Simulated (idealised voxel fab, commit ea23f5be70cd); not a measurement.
Process module, titled voxel capacitor over wiring
cross-section cut | 190 nm wide | cells 5 nm
Cross-section, as written here: a square-cell grid given band by band from the top down, where a band holds one or more rows of cells. The band entry comprises the height of the band's top followed by the height of its bottom, expressed in nm, and subsequently the band's materials from left to right, each stated together with its width in nm. Where a single material is marked with the word "everywhere", that material fills the band from edge to edge. The word "empty" represents empty space. Counting heights begins at 0, where everything beneath is, in the wafer as received, one material. The lowest band has no bottom; it goes on downwards, as "0 nm and below" shows. The expression "30->40" gives the width at the extremes of the band, the first number at its top row of cells and the second at its bottom row, with the width changing by equal amounts from each row to the next in between. It should be understood that the words "nothing changed", when stated for a given step, signify that the cross-section underwent no change in any of its cells during that step. "Closed void catalog" lists enclosed empty spaces (at least 8 cells, no open path upward to the top), each as width x height at distance from the left edge, in nm. If you see something after the settings on a step's line, that's the simulator's own remark about that step. The "overlay nm" setting may appear on a step's line; for a step that uses a mask, it gives how far to the right of its planned position the mask lay, and a negative value indicates the left. Note: before/after cross-section pairs follow, one process step per pair, after-side truncated at the lowest changed band, step and settings given beneath. Different runs of this module on the same starting wafer may supply the pairs; a pair continues the one above only where the "Pre-processing view" entry says so.

Pre-processing view
105 nm to 90 nm | empty 45 nm; resist 70 nm; empty 75 nm
90 nm to 85 nm | empty 45 nm; TiN 25 nm; resist 45 nm; empty 75 nm
85 nm to 80 nm | empty 35 nm; HfO2 35 nm; resist 45 nm; empty 75 nm
80 nm to 75 nm | empty 35 nm; TiN 80 nm; empty 75 nm
75 nm to 70 nm | HfO2 35 nm; TiN 35 nm; HfO2 120 nm
70 nm to 60 nm | TiN 35 nm; Ru 35 nm; TiN 120 nm
60 nm to 50 nm | SiO2 45 nm; Ru 15 nm; SiO2 130 nm
50 nm to 45 nm | SiCN 45 nm; Ru 15 nm; SiCN 130 nm
45 nm to 40 nm | SiCN 25 nm; Ru 40 nm; SiCN 55 nm; Ru 40 nm; SiCN 30 nm
40 nm to 20 nm | lowk 30 nm; TiN 5 nm; Ru 20 nm; TiN 5 nm; lowk 65 nm; TiN 5 nm; Ru 20 nm; TiN 5 nm; lowk 35 nm
20 nm to 15 nm | SiCN 30 nm; TiN 30 nm; SiCN 65 nm; TiN 30 nm; SiCN 35 nm
15 nm to 0 nm | SiO2 everywhere
0 nm and below | Si everywhere
Closed void catalog: none

Section, Post-Step
105 nm to 90 nm | empty 45 nm; resist 70 nm; empty 75 nm
90 nm to 85 nm | empty 45 nm; TiN 25 nm; resist 45 nm; empty 75 nm
85 nm to 80 nm | empty 45 nm; HfO2 25 nm; resist 45 nm; empty 75 nm
80 nm to 75 nm | empty 35 nm; TiN 80 nm; empty 75 nm
75 nm to 70 nm | empty 35 nm; TiN 35 nm; HfO2 45 nm; empty 75 nm
Under the height 70 nothing was changed.
Closed void catalog: none
Operation between the pre and post cross-sections above: DIRECTIONAL_ETCH,etch materials HfO2,depth nm 5

Pre-processing view: identical to the post-step cross-section of the immediately preceding pair.

Section, Post-Step
90 nm to 85 nm | empty 45 nm; TiN 25 nm; empty 120 nm
85 nm to 80 nm | empty 45 nm; HfO2 25 nm; empty 120 nm
Under the height 80 nothing was changed.
Closed void catalog: none
Operation between the pre and post cross-sections above: STRIP,etch materials resist

Pre-processing view: identical to the post-step cross-section of the immediately preceding pair.

Section, Post-Step
90 nm to 85 nm | empty 45 nm; TiN 25 nm; empty 120 nm
85 nm to 80 nm | empty 45 nm; HfO2 25 nm; empty 120 nm
80 nm to 75 nm | empty 40 nm; TiN 75 nm; empty 75 nm
75 nm to 70 nm | empty 40 nm; TiN 30 nm; HfO2 45 nm; empty 75 nm
70 nm to 60 nm | empty 35 nm; Ru 35 nm; TiN 50 nm; empty 70 nm
Under the height 60 nothing was changed.
Closed void catalog: none
Operation between the pre and post cross-sections above: MASKED_ETCH,tone cover,mask id LOWER_PLATE,width nm 80,etch materials TiN,depth nm 10,overlay nm 0

Pre-processing view: identical to the post-step cross-section of the immediately preceding pair.

Section, Post-Step
105 nm to 90 nm | SiO2 everywhere
90 nm to 85 nm | SiO2 45 nm; TiN 25 nm; SiO2 120 nm
85 nm to 80 nm | SiO2 45 nm; HfO2 25 nm; SiO2 120 nm
80 nm to 75 nm | SiO2 40 nm; TiN 75 nm; SiO2 75 nm
75 nm to 70 nm | SiO2 40 nm; TiN 30 nm; HfO2 45 nm; SiO2 75 nm
70 nm to 60 nm | SiO2 35 nm; Ru 35 nm; TiN 50 nm; SiO2 70 nm
Under the height 60 nothing was changed.
Closed void catalog: none
Operation between the pre and post cross-sections above: FILL_DEP,material SiO2,thk nm 15

Pre-processing view: identical to the post-step cross-section of the immediately preceding pair.

Section, Post-Step
90 nm to 85 nm | SiO2 45 nm; TiN 25 nm; SiO2 120 nm
Under the height 85 nothing was changed.
Closed void catalog: none
Operation between the pre and post cross-sections above: CMP,height nm 90

Pre-processing view: identical to the post-step cross-section of the immediately preceding pair.

Section, Post-Step
105 nm to 90 nm | aC everywhere
Under the height 90 nothing was changed.
Closed void catalog: none
Operation between the pre and post cross-sections above: DIRECTIONAL_DEP,material aC,thk nm 15

Pre-processing view: identical to the post-step cross-section of the immediately preceding pair.

Section, Post-Step
140 nm to 105 nm | resist 55 nm; empty 15 nm; resist 120 nm
Under the height 105 nothing was changed.
Closed void catalog: none
Operation between the pre and post cross-sections above: PATTERN,tone open,mask id PLUG_2,material resist,width nm 15,thk nm 35,overlay nm 0

Pre-processing view: identical to the post-step cross-section of the immediately preceding pair.

Section, Post-Step
125 nm to 105 nm | resist 55 nm; empty 15 nm; resist 120 nm
105 nm to 90 nm | aC 55 nm; empty 15 nm; aC 120 nm
Under the height 90 nothing was changed.
Closed void catalog: none
Operation between the pre and post cross-sections above: DIRECTIONAL_ETCH,etch materials aC,depth nm 15

Pre-processing view: identical to the post-step cross-section of the immediately preceding pair.

Section, Post-Step
105 nm to 90 nm | aC 55 nm; empty 15 nm; aC 120 nm
Under the height 90 nothing was changed.
Closed void catalog: none
Operation between the pre and post cross-sections above: STRIP,etch materials resist

Pre-processing view: identical to the post-step cross-section of the immediately preceding pair.

Section, Post-Step
90 nm to 85 nm | SiO2 45 nm; TiN 25 nm; SiO2 120 nm
Under the height 85 nothing was changed.
Closed void catalog: none
Operation between the pre and post cross-sections above: STRIP,etch materials aC

Pre-processing view: identical to the post-step cross-section of the immediately preceding pair.

Section, Post-Step
95 nm to 90 nm | TiN everywhere
Under the height 90 nothing was changed.
Closed void catalog: none
Operation between the pre and post cross-sections above: CONFORMAL_DEP,material TiN,thk nm 5

Pre-processing view: identical to the post-step cross-section of the immediately preceding pair.

Section, Post-Step
100 nm to 95 nm | Ru everywhere
Under the height 95 nothing was changed.
Closed void catalog: none
Operation between the pre and post cross-sections above: FILL_DEP,material Ru,thk nm 5

Pre-processing view: identical to the post-step cross-section of the immediately preceding pair.

Section, Post-Step
90 nm to 85 nm | SiO2 45 nm; TiN 25 nm; SiO2 120 nm
Under the height 85 nothing was changed.
Closed void catalog: none
Operation between the pre and post cross-sections above: CMP,height nm 90

Pre-processing view: identical to the post-step cross-section of the immediately preceding pair.

Section, Post-Step
95 nm to 90 nm | SiCN everywhere
Under the height 90 nothing was changed.
Closed void catalog: none
Operation between the pre and post cross-sections above: CONFORMAL_DEP,material SiCN,thk nm 5

Pre-processing view
60 nm to 55 nm | SiO2 45 nm; empty 15 nm; SiO2 130 nm
55 nm to 50 nm | SiO2 45 nm; Ru 15 nm; SiO2 130 nm
50 nm to 45 nm | SiCN 45 nm; Ru 15 nm; SiCN 130 nm
45 nm to 40 nm | SiCN 25 nm; Ru 40 nm; SiCN 55 nm; Ru 40 nm; SiCN 30 nm
40 nm to 20 nm | lowk 30 nm; TiN 5 nm; Ru 20 nm; TiN 5 nm; lowk 65 nm; TiN 5 nm; Ru 20 nm; TiN 5 nm; lowk 35 nm
20 nm to 15 nm | SiCN 30 nm; TiN 30 nm; SiCN 65 nm; TiN 30 nm; SiCN 35 nm
15 nm to 0 nm | SiO2 everywhere
0 nm and below | Si everywhere
Closed void catalog: none

Section, Post-Step
70 nm to 65 nm | TiN 45 nm; empty 15 nm; TiN 130 nm
65 nm to 60 nm | TiN everywhere
60 nm to 55 nm | SiO2 45 nm; TiN 15 nm; SiO2 130 nm
Under the height 55 nothing was changed.
Closed void catalog: none
Operation between the pre and post cross-sections above: DIRECTIONAL_DEP,material TiN,thk nm 10

Pre-processing view: identical to the post-step cross-section of the immediately preceding pair.

Section, Post-Step
75 nm to 70 nm | Ru 50 nm; empty 5 nm; Ru 135 nm
70 nm to 65 nm | TiN 45 nm; Ru 15 nm; TiN 130 nm
Under the height 65 nothing was changed.
Closed void catalog: none
Operation between the pre and post cross-sections above: EPI,material Ru,thk nm 5

Pre-processing view: identical to the post-step cross-section of the immediately preceding pair.

Section, Post-Step
80 nm to 75 nm | HfO2 50 nm; empty 5 nm; HfO2 135 nm
75 nm to 70 nm | Ru 50 nm; HfO2 5 nm; Ru 135 nm
Under the height 70 nothing was changed.
Closed void catalog: none
Operation between the pre and post cross-sections above: DIRECTIONAL_DEP,material HfO2,thk nm 5

Pre-processing view: identical to the post-step cross-section of the immediately preceding pair.

Section, Post-Step
85 nm to 80 nm | TiN 50 nm; empty 5 nm; TiN 135 nm
80 nm to 75 nm | HfO2 50 nm; TiN 5 nm; HfO2 135 nm
Under the height 75 nothing was changed.
Closed void catalog: none
Operation between the pre and post cross-sections above: DIRECTIONAL_DEP,material TiN,thk nm 5

Pre-processing view: identical to the post-step cross-section of the immediately preceding pair.

Section, Post-Step
100 nm to 85 nm | empty 45 nm; resist 70 nm; empty 75 nm
85 nm to 80 nm | TiN 50 nm; resist 5 nm; TiN 135 nm
Under the height 80 nothing was changed.
Closed void catalog: none
Operation between the pre and post cross-sections above: PATTERN,tone cover,mask id UPPER_PLATE,material resist,width nm 70,thk nm 15,overlay nm 0

Pre-processing view: identical to the post-step cross-section of the immediately preceding pair.

Section, Post-Step
100 nm to 85 nm | empty 45 nm; resist 70 nm; empty 75 nm
85 nm to 80 nm | empty 45 nm; TiN 5 nm; resist 5 nm; TiN 60 nm; empty 75 nm
Under the height 80 nothing was changed.
Closed void catalog: none
Operation between the pre and post cross-sections above: DIRECTIONAL_ETCH,etch materials TiN,depth nm 5

Pre-processing view: identical to the post-step cross-section of the immediately preceding pair.

Section, Post-Step
100 nm to 85 nm | empty 45 nm; resist 70 nm; empty 75 nm
85 nm to 80 nm | empty 45 nm; TiN 5 nm; resist 5 nm; TiN 60 nm; empty 75 nm
80 nm to 75 nm | empty 45 nm; HfO2 5 nm; TiN 5 nm; HfO2 60 nm; empty 75 nm
Under the height 75 nothing was changed.
Closed void catalog: none
Operation between the pre and post cross-sections above: DIRECTIONAL_ETCH,etch materials HfO2,depth nm 5

Pre-processing view: identical to the post-step cross-section of the immediately preceding pair.

Section, Post-Step
85 nm to 80 nm | empty 45 nm; TiN 5 nm; empty 5 nm; TiN 60 nm; empty 75 nm
Under the height 80 nothing was changed.
Closed void catalog: none
Operation between the pre and post cross-sections above: STRIP,etch materials resist

Pre-processing view: identical to the post-step cross-section of the immediately preceding pair.

Section, Post-Step
100 nm to 85 nm | SiO2 everywhere
85 nm to 80 nm | SiO2 45 nm; TiN 5 nm; SiO2 5 nm; TiN 60 nm; SiO2 75 nm
80 nm to 75 nm | SiO2 45 nm; HfO2 5 nm; TiN 5 nm; HfO2 60 nm; SiO2 75 nm
Under the height 75 nothing was changed.
Closed void catalog: none
Operation between the pre and post cross-sections above: FILL_DEP,material SiO2,thk nm 15

Pre-processing view: identical to the post-step cross-section of the immediately preceding pair.

Section, Post-Step
90 nm to 85 nm | SiO2 everywhere
Under the height 85 nothing was changed.
Closed void catalog: none
Operation between the pre and post cross-sections above: CMP,height nm 90

Pre-processing view: identical to the post-step cross-section of the immediately preceding pair.

Section, Post-Step
105 nm to 90 nm | aC everywhere
Under the height 90 nothing was changed.
Closed void catalog: none
Operation between the pre and post cross-sections above: DIRECTIONAL_DEP,material aC,thk nm 15

Pre-processing view: identical to the post-step cross-section of the immediately preceding pair.

Section, Post-Step
140 nm to 105 nm | resist 55 nm; empty 15 nm; resist 120 nm
Under the height 105 nothing was changed.
Closed void catalog: none
Operation between the pre and post cross-sections above: PATTERN,tone open,mask id PLUG_2,material resist,width nm 15,thk nm 35,overlay nm 0

Pre-processing view: identical to the post-step cross-section of the immediately preceding pair.

Section, Post-Step
125 nm to 105 nm | resist 55 nm; empty 15 nm; resist 120 nm
105 nm to 90 nm | aC 55 nm; empty 15 nm; aC 120 nm
Under the height 90 nothing was changed.
Closed void catalog: none
Operation between the pre and post cross-sections above: DIRECTIONAL_ETCH,etch materials aC,depth nm 15

Pre-processing view: identical to the post-step cross-section of the immediately preceding pair.

Section, Post-Step
105 nm to 90 nm | aC 55 nm; empty 15 nm; aC 120 nm
Under the height 90 nothing was changed.
Closed void catalog: none
Operation between the pre and post cross-sections above: STRIP,etch materials resist

Pre-processing view: identical to the post-step cross-section of the immediately preceding pair.

Section, Post-Step
105 nm to 90 nm | aC 55 nm; empty 15 nm; aC 120 nm
90 nm to 85 nm | SiO2 55 nm; empty 15 nm; SiO2 120 nm
Under the height 85 nothing was changed.
Closed void catalog: none
Operation between the pre and post cross-sections above: DIRECTIONAL_ETCH,etch materials SiO2,depth nm 10

Pre-processing view: identical to the post-step cross-section of the immediately preceding pair.

Section, Post-Step
90 nm to 85 nm | SiO2 55 nm; empty 15 nm; SiO2 120 nm
Under the height 85 nothing was changed.
Closed void catalog: none
Operation between the pre and post cross-sections above: STRIP,etch materials aC

Pre-processing view: identical to the post-step cross-section of the immediately preceding pair.

Section, Post-Step
95 nm to 90 nm | TiN 60 nm; empty 5 nm; TiN 125 nm
90 nm to 85 nm | SiO2 55 nm; TiN 15 nm; SiO2 120 nm
Under the height 85 nothing was changed.
Closed void catalog: none
Operation between the pre and post cross-sections above: CONFORMAL_DEP,material TiN,thk nm 5

Pre-processing view: identical to the post-step cross-section of the immediately preceding pair.

Section, Post-Step
100 nm to 95 nm | Ru everywhere
95 nm to 90 nm | TiN 60 nm; Ru 5 nm; TiN 125 nm
Under the height 90 nothing was changed.
Closed void catalog: none
Operation between the pre and post cross-sections above: FILL_DEP,material Ru,thk nm 5

Pre-processing view: identical to the post-step cross-section of the immediately preceding pair.

Section, Post-Step
90 nm to 85 nm | SiO2 55 nm; TiN 15 nm; SiO2 120 nm
Under the height 85 nothing was changed.
Closed void catalog: none
Operation between the pre and post cross-sections above: CMP,height nm 90

Pre-processing view: identical to the post-step cross-section of the immediately preceding pair.

Section, Post-Step
95 nm to 90 nm | SiCN everywhere
Under the height 90 nothing was changed.
Closed void catalog: none
Operation between the pre and post cross-sections above: CONFORMAL_DEP,material SiCN,thk nm 5

Pre-processing view
20 nm to 15 nm | SiCN everywhere
15 nm to 0 nm | SiO2 everywhere
0 nm and below | Si everywhere
Closed void catalog: none

Section, Post-Step
35 nm to 20 nm | lowk everywhere
Under the height 20 nothing was changed.
Closed void catalog: none
Operation between the pre and post cross-sections above: DIRECTIONAL_DEP,material lowk,thk nm 15

Pre-processing view: identical to the post-step cross-section of the immediately preceding pair.

Section, Post-Step
50 nm to 35 nm | resist 30 nm; empty 30 nm; resist 65 nm; empty 30 nm; resist 35 nm
Under the height 35 nothing was changed.
Closed void catalog: none
Operation between the pre and post cross-sections above: PATTERN,tone open,mask id METAL_1,material resist,width nm 30,pitch nm 95,thk nm 15,overlay nm 0

Pre-processing view: identical to the post-step cross-section of the immediately preceding pair.

Section, Post-Step
50 nm to 35 nm | resist 30 nm; empty 30 nm; resist 65 nm; empty 30 nm; resist 35 nm
35 nm to 20 nm | lowk 30 nm; empty 30 nm; lowk 65 nm; empty 30 nm; lowk 35 nm
Under the height 20 nothing was changed.
Closed void catalog: none
Operation between the pre and post cross-sections above: DIRECTIONAL_ETCH,etch materials lowk,depth nm 20

Pre-processing view: identical to the post-step cross-section of the immediately preceding pair.

Section, Post-Step
50 nm to 35 nm | resist 30 nm; empty 30 nm; resist 65 nm; empty 30 nm; resist 35 nm
35 nm to 20 nm | lowk 30 nm; empty 30 nm; lowk 65 nm; empty 30 nm; lowk 35 nm
20 nm to 15 nm | SiCN 30 nm; empty 30 nm; SiCN 65 nm; empty 30 nm; SiCN 35 nm
Under the height 15 nothing was changed.
Closed void catalog: none
Operation between the pre and post cross-sections above: DIRECTIONAL_ETCH,etch materials SiCN,depth nm 5

Pre-processing view: identical to the post-step cross-section of the immediately preceding pair.

Section, Post-Step
35 nm to 20 nm | lowk 30 nm; empty 30 nm; lowk 65 nm; empty 30 nm; lowk 35 nm
Under the height 20 nothing was changed.
Closed void catalog: none
Operation between the pre and post cross-sections above: STRIP,etch materials resist

Pre-processing view: identical to the post-step cross-section of the immediately preceding pair.

Section, Post-Step
40 nm to 35 nm | TiN 35 nm; empty 20 nm; TiN 75 nm; empty 20 nm; TiN 40 nm
35 nm to 20 nm | lowk 30 nm; TiN 5 nm; empty 20 nm; TiN 5 nm; lowk 65 nm; TiN 5 nm; empty 20 nm; TiN 5 nm; lowk 35 nm
20 nm to 15 nm | SiCN 30 nm; TiN 30 nm; SiCN 65 nm; TiN 30 nm; SiCN 35 nm
Under the height 15 nothing was changed.
Closed void catalog: none
Operation between the pre and post cross-sections above: CONFORMAL_DEP,material TiN,thk nm 5

Pre-processing view: identical to the post-step cross-section of the immediately preceding pair.

Section, Post-Step
45 nm to 40 nm | Ru everywhere
40 nm to 35 nm | TiN 35 nm; Ru 20 nm; TiN 75 nm; Ru 20 nm; TiN 40 nm
35 nm to 20 nm | lowk 30 nm; TiN 5 nm; Ru 20 nm; TiN 5 nm; lowk 65 nm; TiN 5 nm; Ru 20 nm; TiN 5 nm; lowk 35 nm
Under the height 20 nothing was changed.
Closed void catalog: none
Operation between the pre and post cross-sections above: FILL_DEP,material Ru,thk nm 5

Pre-processing view: identical to the post-step cross-section of the immediately preceding pair.

Section, Post-Step
40 nm to 35 nm | TiN 35 nm; Ru 20 nm; TiN 75 nm; Ru 20 nm; TiN 40 nm
Under the height 35 nothing was changed.
Closed void catalog: none
Operation between the pre and post cross-sections above: CMP,height nm 40

Pre-processing view: identical to the post-step cross-section of the immediately preceding pair.

Section, Post-Step
45 nm to 40 nm | Ru everywhere
Under the height 40 nothing was changed.
Closed void catalog: none
Operation between the pre and post cross-sections above: EPI,material Ru,thk nm 5

Pre-processing view: identical to the post-step cross-section of the immediately preceding pair.

Section, Post-Step
50 nm to 45 nm | SiCN everywhere
Under the height 45 nothing was changed.
Closed void catalog: none
Operation between the pre and post cross-sections above: FILL_DEP,material SiCN,thk nm 5

Pre-processing view: identical to the post-step cross-section of the immediately preceding pair.

Section, Post-Step
60 nm to 50 nm | SiO2 everywhere
Under the height 50 nothing was changed.
Closed void catalog: none
Operation between the pre and post cross-sections above: DIRECTIONAL_DEP,material SiO2,thk nm 10

Pre-processing view: identical to the post-step cross-section of the immediately preceding pair.

Section, Post-Step
75 nm to 60 nm | resist 45 nm; empty 15 nm; resist 130 nm
Under the height 60 nothing was changed.
Closed void catalog: none
Operation between the pre and post cross-sections above: PATTERN,tone open,mask id PLUG_1,material resist,width nm 15,thk nm 15,overlay nm 0

Pre-processing view: identical to the post-step cross-section of the immediately preceding pair.

Section, Post-Step
75 nm to 60 nm | resist 45 nm; empty 15 nm; resist 130 nm
60 nm to 50 nm | SiO2 45 nm; empty 15 nm; SiO2 130 nm
Under the height 50 nothing was changed.
Closed void catalog: none
Operation between the pre and post cross-sections above: DIRECTIONAL_ETCH,etch materials SiO2,depth nm 10

Pre-processing view: identical to the post-step cross-section of the immediately preceding pair.

Section, Post-Step
75 nm to 60 nm | resist 45 nm; empty 15 nm; resist 130 nm
60 nm to 50 nm | SiO2 45 nm; empty 15 nm; SiO2 130 nm
50 nm to 45 nm | SiCN 45 nm; empty 15 nm; SiCN 130 nm
Under the height 45 nothing was changed.
Closed void catalog: none
Operation between the pre and post cross-sections above: DIRECTIONAL_ETCH,etch materials SiCN,depth nm 5

Pre-processing view: identical to the post-step cross-section of the immediately preceding pair.

Section, Post-Step
60 nm to 50 nm | SiO2 45 nm; empty 15 nm; SiO2 130 nm
Under the height 50 nothing was changed.
Closed void catalog: none
Operation between the pre and post cross-sections above: STRIP,etch materials resist

Pre-processing view: identical to the post-step cross-section of the immediately preceding pair.

Section, Post-Step
60 nm to 55 nm | SiO2 45 nm; empty 15 nm; SiO2 130 nm
55 nm to 50 nm | SiO2 45 nm; Ru 15 nm; SiO2 130 nm
50 nm to 45 nm | SiCN 45 nm; Ru 15 nm; SiCN 130 nm
Under the height 45 nothing was changed.
Closed void catalog: none
Operation between the pre and post cross-sections above: EPI,material Ru,thk nm 10

Pre-processing view: identical to the post-step cross-section of the immediately preceding pair.

Section, Post-Step
60 nm to 50 nm | SiO2 45 nm; Ru 15 nm; SiO2 130 nm
Under the height 50 nothing was changed.
Closed void catalog: none
Operation between the pre and post cross-sections above: EPI,material Ru,thk nm 5

Pre-processing view: identical to the post-step cross-section of the immediately preceding pair.

Section, Post-Step
70 nm to 60 nm | TiN everywhere
Under the height 60 nothing was changed.
Closed void catalog: none
Operation between the pre and post cross-sections above: DIRECTIONAL_DEP,material TiN,thk nm 10

Pre-processing view: identical to the post-step cross-section of the immediately preceding pair.

Section, Post-Step
75 nm to 70 nm | HfO2 everywhere
Under the height 70 nothing was changed.
Closed void catalog: none
Operation between the pre and post cross-sections above: DIRECTIONAL_DEP,material HfO2,thk nm 5

Pre-processing view: identical to the post-step cross-section of the immediately preceding pair.

Section, Post-Step
80 nm to 75 nm | TiN everywhere
Under the height 75 nothing was changed.
Closed void catalog: none
Operation between the pre and post cross-sections above: DIRECTIONAL_DEP,material TiN,thk nm 5

Pre-processing view: identical to the post-step cross-section of the immediately preceding pair.

Section, Post-Step
95 nm to 80 nm | empty 45 nm; resist 70 nm; empty 75 nm
Under the height 80 nothing was changed.
Closed void catalog: none
Operation between the pre and post cross-sections above: PATTERN,tone cover,mask id UPPER_PLATE,material resist,width nm 70,thk nm 15,overlay nm 0

Pre-processing view: identical to the post-step cross-section of the immediately preceding pair.

Section, Post-Step
95 nm to 80 nm | empty 45 nm; resist 70 nm; empty 75 nm
80 nm to 75 nm | empty 45 nm; TiN 70 nm; empty 75 nm
Under the height 75 nothing was changed.
Closed void catalog: none
Operation between the pre and post cross-sections above: DIRECTIONAL_ETCH,etch materials TiN,depth nm 5

Pre-processing view: identical to the post-step cross-section of the immediately preceding pair.

Section, Post-Step
95 nm to 80 nm | empty 45 nm; resist 70 nm; empty 75 nm
80 nm to 75 nm | empty 45 nm; TiN 70 nm; empty 75 nm
75 nm to 70 nm | empty 45 nm; HfO2 70 nm; empty 75 nm
Under the height 70 nothing was changed.
Closed void catalog: none
Operation between the pre and post cross-sections above: DIRECTIONAL_ETCH,etch materials HfO2,depth nm 5

Pre-processing view: identical to the post-step cross-section of the immediately preceding pair.

Section, Post-Step
80 nm to 75 nm | empty 45 nm; TiN 70 nm; empty 75 nm
Under the height 75 nothing was changed.
Closed void catalog: none
Operation between the pre and post cross-sections above: STRIP,etch materials resist

Pre-processing view: identical to the post-step cross-section of the immediately preceding pair.

Section, Post-Step
80 nm to 75 nm | empty 45 nm; TiN 70 nm; empty 75 nm
75 nm to 70 nm | empty 45 nm; HfO2 70 nm; empty 75 nm
70 nm to 60 nm | empty 40 nm; TiN 80 nm; empty 70 nm
Under the height 60 nothing was changed.
Closed void catalog: none
Operation between the pre and post cross-sections above: MASKED_ETCH,tone cover,mask id LOWER_PLATE,width nm 80,etch materials TiN,depth nm 10,overlay nm 0

Pre-processing view: identical to the post-step cross-section of the immediately preceding pair.

Section, Post-Step
95 nm to 80 nm | SiO2 everywhere
80 nm to 75 nm | SiO2 45 nm; TiN 70 nm; SiO2 75 nm
75 nm to 70 nm | SiO2 45 nm; HfO2 70 nm; SiO2 75 nm
70 nm to 60 nm | SiO2 40 nm; TiN 80 nm; SiO2 70 nm
Under the height 60 nothing was changed.
Closed void catalog: none
Operation between the pre and post cross-sections above: FILL_DEP,material SiO2,thk nm 15

Pre-processing view: identical to the post-step cross-section of the immediately preceding pair.

Section, Post-Step
90 nm to 80 nm | SiO2 everywhere
Under the height 80 nothing was changed.
Closed void catalog: none
Operation between the pre and post cross-sections above: CMP,height nm 90

Pre-processing view: identical to the post-step cross-section of the immediately preceding pair.

Section, Post-Step
105 nm to 90 nm | aC everywhere
Under the height 90 nothing was changed.
Closed void catalog: none
Operation between the pre and post cross-sections above: DIRECTIONAL_DEP,material aC,thk nm 15

Pre-processing view: identical to the post-step cross-section of the immediately preceding pair.

Section, Post-Step
140 nm to 105 nm | resist 55 nm; empty 15 nm; resist 120 nm
Under the height 105 nothing was changed.
Closed void catalog: none
Operation between the pre and post cross-sections above: PATTERN,tone open,mask id PLUG_2,material resist,width nm 15,thk nm 35,overlay nm 0

Pre-processing view: identical to the post-step cross-section of the immediately preceding pair.

Section, Post-Step
125 nm to 105 nm | resist 55 nm; empty 15 nm; resist 120 nm
105 nm to 90 nm | aC 55 nm; empty 15 nm; aC 120 nm
Under the height 90 nothing was changed.
Closed void catalog: none
Operation between the pre and post cross-sections above: DIRECTIONAL_ETCH,etch materials aC,depth nm 15

Pre-processing view: identical to the post-step cross-section of the immediately preceding pair.

Section, Post-Step
105 nm to 90 nm | aC 55 nm; empty 15 nm; aC 120 nm
Under the height 90 nothing was changed.
Closed void catalog: none
Operation between the pre and post cross-sections above: STRIP,etch materials resist

Pre-processing view: identical to the post-step cross-section of the immediately preceding pair.

Section, Post-Step
105 nm to 90 nm | aC 55 nm; empty 15 nm; aC 120 nm
90 nm to 80 nm | SiO2 55 nm; empty 15 nm; SiO2 120 nm
Under the height 80 nothing was changed.
Closed void catalog: none
Operation between the pre and post cross-sections above: DIRECTIONAL_ETCH,etch materials SiO2,depth nm 10

Pre-processing view: identical to the post-step cross-section of the immediately preceding pair.

Section, Post-Step
90 nm to 80 nm | SiO2 55 nm; empty 15 nm; SiO2 120 nm
Under the height 80 nothing was changed.
Closed void catalog: none
Operation between the pre and post cross-sections above: STRIP,etch materials aC

Pre-processing view: identical to the post-step cross-section of the immediately preceding pair.

Section, Post-Step
95 nm to 90 nm | TiN 60 nm; empty 5 nm; TiN 125 nm
90 nm to 85 nm | SiO2 55 nm; TiN 5 nm; empty 5 nm; TiN 5 nm; SiO2 120 nm
85 nm to 75 nm | SiO2 55->45 nm; TiN 15->70 nm; SiO2 120->75 nm
Under the height 75 nothing was changed.
Closed void catalog: none
Operation between the pre and post cross-sections above: CONFORMAL_DEP,material TiN,thk nm 5

Pre-processing view: identical to the post-step cross-section of the immediately preceding pair.

Section, Post-Step
100 nm to 95 nm | Ru everywhere
95 nm to 90 nm | TiN 60 nm; Ru 5 nm; TiN 125 nm
90 nm to 85 nm | SiO2 55 nm; TiN 5 nm; Ru 5 nm; TiN 5 nm; SiO2 120 nm
Under the height 85 nothing was changed.
Closed void catalog: none
Operation between the pre and post cross-sections above: FILL_DEP,material Ru,thk nm 5

Pre-processing view: identical to the post-step cross-section of the immediately preceding pair.

Section, Post-Step
90 nm to 85 nm | SiO2 55 nm; TiN 5 nm; Ru 5 nm; TiN 5 nm; SiO2 120 nm
Under the height 85 nothing was changed.
Closed void catalog: none
Operation between the pre and post cross-sections above: CMP,height nm 90

Pre-processing view: identical to the post-step cross-section of the immediately preceding pair.

Section, Post-Step
95 nm to 90 nm | SiCN everywhere
Under the height 90 nothing was changed.
Closed void catalog: none
Operation between the pre and post cross-sections above: CONFORMAL_DEP,material SiCN,thk nm 5

Pre-processing view
80 nm to 75 nm | TiN everywhere
75 nm to 70 nm | HfO2 everywhere
70 nm to 60 nm | TiN everywhere
60 nm to 50 nm | SiO2 45 nm; Ru 15 nm; SiO2 130 nm
50 nm to 45 nm | SiCN 45 nm; Ru 15 nm; SiCN 130 nm
45 nm to 40 nm | SiCN 25 nm; Ru 40 nm; SiCN 55 nm; Ru 40 nm; SiCN 30 nm
40 nm to 20 nm | lowk 30 nm; TiN 5 nm; Ru 20 nm; TiN 5 nm; lowk 65 nm; TiN 5 nm; Ru 20 nm; TiN 5 nm; lowk 35 nm
20 nm to 15 nm | SiCN 30 nm; TiN 30 nm; SiCN 65 nm; TiN 30 nm; SiCN 35 nm
15 nm to 0 nm | SiO2 everywhere
0 nm and below | Si everywhere
Closed void catalog: none

Section, Post-Step
95 nm to 80 nm | empty 50 nm; resist 65 nm; empty 75 nm
Under the height 80 nothing was changed.
Closed void catalog: none
Operation between the pre and post cross-sections above: PATTERN,tone cover,mask id UPPER_PLATE,material resist,width nm 65,thk nm 15,overlay nm 0

Pre-processing view: identical to the post-step cross-section of the immediately preceding pair.

Section, Post-Step
95 nm to 80 nm | empty 50 nm; resist 65 nm; empty 75 nm
80 nm to 75 nm | empty 50 nm; TiN 65 nm; empty 75 nm
Under the height 75 nothing was changed.
Closed void catalog: none
Operation between the pre and post cross-sections above: DIRECTIONAL_ETCH,etch materials TiN,depth nm 5

Pre-processing view: identical to the post-step cross-section of the immediately preceding pair.

Section, Post-Step
95 nm to 80 nm | empty 50 nm; resist 65 nm; empty 75 nm
80 nm to 75 nm | empty 50 nm; TiN 65 nm; empty 75 nm
75 nm to 70 nm | empty 50 nm; HfO2 65 nm; empty 75 nm
Under the height 70 nothing was changed.
Closed void catalog: none
Operation between the pre and post cross-sections above: DIRECTIONAL_ETCH,etch materials HfO2,depth nm 5

Pre-processing view: identical to the post-step cross-section of the immediately preceding pair.

Section, Post-Step
80 nm to 75 nm | empty 50 nm; TiN 65 nm; empty 75 nm
Under the height 75 nothing was changed.
Closed void catalog: none
Operation between the pre and post cross-sections above: STRIP,etch materials resist

Pre-processing view: identical to the post-step cross-section of the immediately preceding pair.

Section, Post-Step
80 nm to 75 nm | empty 50 nm; TiN 65 nm; empty 75 nm
75 nm to 70 nm | empty 50 nm; HfO2 65 nm; empty 75 nm
70 nm to 60 nm | empty 40 nm; TiN 80 nm; empty 70 nm
Under the height 60 nothing was changed.
Closed void catalog: none
Operation between the pre and post cross-sections above: MASKED_ETCH,tone cover,mask id LOWER_PLATE,width nm 80,etch materials TiN,depth nm 10,overlay nm 0
